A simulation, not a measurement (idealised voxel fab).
Process module heading - voxel plated lines
Xsec cut, 180 nm wide, square cell size 5 nm.
Cross-section layout: square cells on a grid; listed as bands, top to bottom; a band spans one or more cell rows.
A band entry consists of two parts. The first gives the height of the band's top and the height of its bottom, in nm. The rest lists the band's materials from left to right, each with its width in nm. A single material labelled with the word "full width" fills the band from edge to edge, and the word "blank" marks empty space.
Basically, 0 is our baseline, since under it the wafer straight out of the box is all one material. The bottom band has no lower end and keeps on going down, so it looks like "0 and below".
The expression "30 to 40" gives the width at the extremes of the band, the first number at its top row of cells and the second at its bottom row, with the width changing by equal amounts from each row to the next in between.
Any step labelled "identical to before" changed none of the cells in the cross-section.
So "Closed void list" is basically the list of trapped voids: any empty space of 8 cells or more that can't reach the top through an opening. They're written width x height at distance, the distance being from the left edge, and it's all nm.
Formally, on a step line, whatever follows the settings is a remark that the simulator itself makes on the step.
The line of a step may include "overlay nm". On a step with a mask, this value is how far to the right of its planned place the mask lay. A negative value means the mask lay to the left.
-- Process steps foreseen in the plan
1. RECEIVE,material Si
2. CONFORMAL_DEP,material SiN,thk nm 10
3. DIRECTIONAL_DEP,material TiN,thk nm 5
4. PATTERN,tone open,mask id LINES,material resist,width nm 25,pitch nm 40,thk nm 40,overlay nm 0
5. EPI,material Ru,thk nm 10
6. EPI,material Ru,thk nm 10
7. EPI,material Ru,thk nm 5
8. STRIP,etch materials resist
9. DIRECTIONAL_ETCH,etch materials TiN,depth nm 5
10. CONFORMAL_DEP,material SiN,thk nm 5
The plan's step 10 thk nm is the first wafer's value; the wafers differ in this setting and start identical.
-- Cross-section, first of several wafers, as delivered after step 1
> 0 and below = Si full width
> Closed void list: none
-- The cross-section of the first of several wafers is given below for the end of the module, after its final step, step 10
> 45 down to 40 = 50 blank, then 35 SiN, then 5 blank, then 35 SiN, then 55 blank
> 40 down to 15 = 50 blank, then 5 SiN, then 25 Ru, then 5 SiN, then 5 blank, then 5 SiN, then 25 Ru, then 5 SiN, then 55 blank
> 15 down to 10 = 55 SiN, then 25 TiN, then 15 SiN, then 25 TiN, then 60 SiN
> 10 down to 0 = SiN full width
> 0 and below = Si full width
> Closed void list: none
-- last wafer at the end
> 65 down to 40 = 30 blank, then 115 SiN, then 35 blank
> 40 down to 35 = 30 blank, then 25 SiN, then 25 Ru, then 15 SiN, then 25 Ru, then 25 SiN, then 35 blank
> 35 down to 15 = 55 SiN, then 25 Ru, then 15 SiN, then 25 Ru, then 60 SiN
> 15 down to 10 = 55 SiN, then 25 TiN, then 15 SiN, then 25 TiN, then 60 SiN
> 10 down to 0 = SiN full width
> 0 and below = Si full width
> Closed void list: none
-- Below, a row for every wafer. Read it as the end-of-module picture: for each material the wafer shows its cells gained (+) or lost (-) since it was received, and then its closed voids
thk nm 5 | +50 Ru | +132 SiN | +10 TiN | Closed void list: none
thk nm 10 | +50 Ru | +186 SiN | +10 TiN | Closed void list: none
thk nm 15 | +50 Ru | +234 SiN | +10 TiN | Closed void list: none
thk nm 20 | +50 Ru | +282 SiN | +10 TiN | Closed void list: none
thk nm 25 | +50 Ru | +330 SiN | +10 TiN | Closed void list: none
